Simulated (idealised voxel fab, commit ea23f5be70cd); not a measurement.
process module | voxel ribs on slabs
cross-section cut | 140 nm wide | cells 5 nm
A cross-section is a grid of square cells, given in bands from the top down. A band is one or more rows of cells.
Each band's line starts with the height of the band's top and of its bottom, in nm. Then come its materials from left to right, each with its width in nm. One material with "throughout" fills the band from edge to edge. "air" is empty space.
Height 0 is the level under which the wafer as received is all one material. The lowest band goes on downwards, as in "0 down".
A width such as "30 to 40" changes by the same amount from each row of cells to the next, from the band's top row to its bottom row.
"no change" after a step means that no cell of the cross-section changed.
closed voids: empty space of 8 cells or more with no open way to the top, each as width x height at its distance from the left edge, in nm
after a step's settings: what the simulator itself notes on the step
overlay nm, on a step with a mask: how far to the right of its planned place the mask lay; to the left if negative
plan
1 op RECEIVE | material Si
2 op DIRECTIONAL_DEP | material SiO2 | thk nm 20
3 op DIRECTIONAL_DEP | material SiN | thk nm 20
4 op PATTERN | tone cover | mask id RIB | material resist | width nm 25 | thk nm 15 | overlay nm 0
5 op DIRECTIONAL_ETCH | etch materials SiN | depth nm 15
6 op STRIP | etch materials resist
7 op MASKED_ETCH | tone cover | mask id SLAB | width nm 55 | etch materials SiN | depth nm 5 | overlay nm 0
8 op FILL_DEP | material SiO2 | thk nm 15
9 op CMP | height nm 50
10 op DIRECTIONAL_DEP | material TiN | thk nm 5
11 op DIRECTIONAL_DEP | material aC | thk nm 15
12 op PATTERN | tone cover | mask id HEATER | material resist | width nm 35 | thk nm 35 | overlay nm 0
13 op DIRECTIONAL_ETCH | etch materials aC | depth nm 15
14 op STRIP | etch materials resist
15 op DIRECTIONAL_ETCH | etch materials TiN | depth nm 5
16 op STRIP | etch materials aC
17 op CONFORMAL_DEP | material SiN | thk nm 10
as received, after step 1
  0 down: Si throughout
  closed voids: none
a wafer at the end: this start, this plan, one mistake
  65 to 60: air 40 | TiN 55 | air 45
  60 to 50: TiN throughout
  50 to 40: SiO2 throughout
  40 to 25: SiO2 55 | SiN 25 | SiO2 60
  25 to 20: SiO2 40 | SiN 55 | SiO2 45
  20 to 0: SiO2 throughout
  0 down: Si throughout
  closed voids: none
what went wrong: step 17 ran as: op CONFORMAL_DEP | material TiN | thk nm 10
